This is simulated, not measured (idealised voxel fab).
process module | voxel plated lines
In the cross-section labelled cut, the width is 235 nm and each square cell is 5 nm.
Cross-section spec: square-cell grid; bands listed top down; each band is one or more rows.
Quick guide to a band line: top height, bottom height (nm) up front; then every material left to right with its width in nm. Only one material and it's marked "throughout"? Then it fills the band edge to edge. And "blank" just means empty space.
The level at which height equals 0 is the one under which the wafer, as it arrives, is entirely one material. No lower edge exists for the bottom band, which continues downward and is notated as in "0 -> down".
Width spec "30..40" -> top row of cells at first value, bottom row at second value, equal per-row change in between.
"nothing was modified" (step): cross-section cells unchanged, all of them.
This entry, "Catalogued sealed voids", enumerates those empty regions of no fewer than 8 cells that possess no open connection to the top. Each region is reported in the form width x height at distance, the distance being taken from the left edge, with all three quantities expressed in nm.
The remark found on a step's line after its settings is issued by the simulator itself and pertains to that step.
Steps that use a mask can have "overlay nm" on their line. It says how far the mask sat to the right of where it was meant to be. Negative means to the left.
# The steps planned for the process are as follows
| 1 | RECEIVE | material Si |
| 2 | CONFORMAL_DEP | material SiO2 | thk nm 15 |
| 3 | DIRECTIONAL_DEP | material TiN | thk nm 5 |
| 4 | PATTERN | tone open | mask id LINES | material resist | width nm 15 | pitch nm 35 | thk nm 35 | overlay nm 0 |
| 5 | EPI | material Ru | thk nm 5 |
| 6 | EPI | material Ru | thk nm 10 |
| 7 | EPI | material Ru | thk nm 5 |
| 8 | STRIP | etch materials resist |
| 9 | DIRECTIONAL_ETCH | etch materials TiN | depth nm 5 |
| 10 | CONFORMAL_DEP | material SiN | thk nm 5 |
Keep in mind the plan's value for the thk nm of step 3 comes from the first wafer; the wafers don't share that setting, but they do share the same starting point.
# The first of several wafers in cross-section, exactly as it reached us after step 1
- 0 -> down = Si throughout
- Catalogued sealed voids: none
# Cross-section of the first of several wafers, taken after step 10, where the module ends
- 45 -> 40 = 85 of blank, then 25 of SiN, then 10 of blank, then 25 of SiN, then 90 of blank
- 40 -> 20 = 85 of blank, then 5 of SiN, then 15 of Ru, then 5 of SiN, then 10 of blank, then 5 of SiN, then 15 of Ru, then 5 of SiN, then 90 of blank
- 20 -> 15 = 90 of SiN, then 15 of TiN, then 20 of SiN, then 15 of TiN, then 95 of SiN
- 15 -> 0 = SiO2 throughout
- 0 -> down = Si throughout
- Catalogued sealed voids: none
# So this is the cross-section on the last wafer at the end of the module
- 60 -> 55 = 85 of blank, then 25 of SiN, then 10 of blank, then 25 of SiN, then 90 of blank
- 55 -> 35 = 85 of blank, then 5 of SiN, then 15 of Ru, then 5 of SiN, then 10 of blank, then 5 of SiN, then 15 of Ru, then 5 of SiN, then 90 of blank
- 35 -> 30 = 90 of SiN, then 15 of TiN, then 20 of SiN, then 15 of TiN, then 95 of SiN
- 30 -> 15 = TiN throughout
- 15 -> 0 = SiO2 throughout
- 0 -> down = Si throughout
- Catalogued sealed voids: none
# Every row in this table is a wafer at the end of the module, and it gives, for each of the materials, the cells that wafer has gained (+) or lost (-) since it was received, then its closed voids
thk nm 5 | +24 Ru | +67 SiN | +141 SiO2 | +6 TiN | Catalogued sealed voids: none
thk nm 10 | +24 Ru | +67 SiN | +141 SiO2 | +53 TiN | Catalogued sealed voids: none
thk nm 15 | +24 Ru | +67 SiN | +141 SiO2 | +100 TiN | Catalogued sealed voids: none
thk nm 20 | +24 Ru | +67 SiN | +141 SiO2 | +147 TiN | Catalogued sealed voids: none
